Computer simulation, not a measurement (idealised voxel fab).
The following process module bears the name voxel ribs on slabs.
Section shown: cut. Width: 285 nm. Cell size: 5 nm, square.
Each cross-section below is a grid of square cells, stated as bands in top-down order, with one or more rows of cells making up each band. First you get the band's top height and its bottom height, in nm, and then the materials it's made of, left to right, with each width in nm. If you see a single material with "full width", that one covers the band edge to edge. "blank" is empty space. Measure heights from 0. That's the level where, below it, the as-received wafer is all one material. The lowest band is bottomless and extends downward; write it as in "0 -> down". Width spec "30 to 40" -> top row of cells at first value, bottom row at second value, equal per-row change in between. Key: "remained the same" - step with no changed cell in the cross-section. The entry titled "Enclosed internal cavities" provides the empty spaces that have no open way to the top, restricted to those of 8 cells or more. Each is presented as width x height at distance, the distance being measured from the left edge, with all three in nm. It should be noted that, on the line of a given step, the content following the step's settings is a remark produced by the simulator itself with respect to that step. The line of a step may include "overlay nm". On a step with a mask, this value is how far to the right of its planned place the mask lay. A negative value means the mask lay to the left.

# Process steps (planned)
| 1 | RECEIVE [material Si] |
| 2 | DIRECTIONAL_DEP [material SiO2] [thk nm 25] |
| 3 | DIRECTIONAL_DEP [material polySi] [thk nm 25] |
| 4 | PATTERN [tone cover] [mask id RIB] [material resist] [width nm 30] [thk nm 20] [overlay nm 0] |
| 5 | DIRECTIONAL_ETCH [etch materials polySi] [depth nm 5] |
| 6 | STRIP [etch materials resist] |
| 7 | PATTERN [tone cover] [mask id SLAB] [material resist] [width nm 90] [thk nm 15] [overlay nm 0] |
| 8 | DIRECTIONAL_ETCH [etch materials polySi] [depth nm 20] |
| 9 | STRIP [etch materials resist] |
| 10 | FILL_DEP [material SiO2] [thk nm 20] |
| 11 | CMP [height nm 65] |
| 12 | DIRECTIONAL_DEP [material W] [thk nm 10] |
| 13 | MASKED_ETCH [tone cover] [mask id HEATER] [width nm 40] [etch materials W] [depth nm 10] [overlay nm 0] |
| 14 | CONFORMAL_DEP [material SiO2] [thk nm 10] |

# So this is the incoming wafer in cross-section - it's already been through step 1
> 0 -> down = Si full width
> Enclosed internal cavities: none

# Module complete - cross-section of the first of two wafers, run according to plan
> 85 -> 75 = 110 blank, then 60 SiO2, then 115 blank
> 75 -> 65 = 120 SiO2, then 40 W, then 125 SiO2
> 65 -> 50 = SiO2 full width
> 50 -> 45 = 125 SiO2, then 30 polySi, then 130 SiO2
> 45 -> 25 = 95 SiO2, then 90 polySi, then 100 SiO2
> 25 -> 0 = SiO2 full width
> 0 -> down = Si full width
> Enclosed internal cavities: none

# Same start, same plan as the first wafer - but one mistake in the run. Cross-section of the second of the two at the end of the module
> 85 -> 75 = 110 blank, then 60 SiO2, then 115 blank
> 75 -> 65 = 120 SiO2, then 40 W, then 125 SiO2
> 65 -> 50 = 95 SiO2, then 90 polySi, then 100 SiO2
> 50 -> 25 = polySi full width
> 25 -> 0 = SiO2 full width
> 0 -> down = Si full width
> Enclosed internal cavities: none
Finding, execution versus plan: step 3 of the plan was twice carried out
Materials where the second wafer ends with more or fewer cells than the first: 261 fewer of SiO2, 261 more of polySi
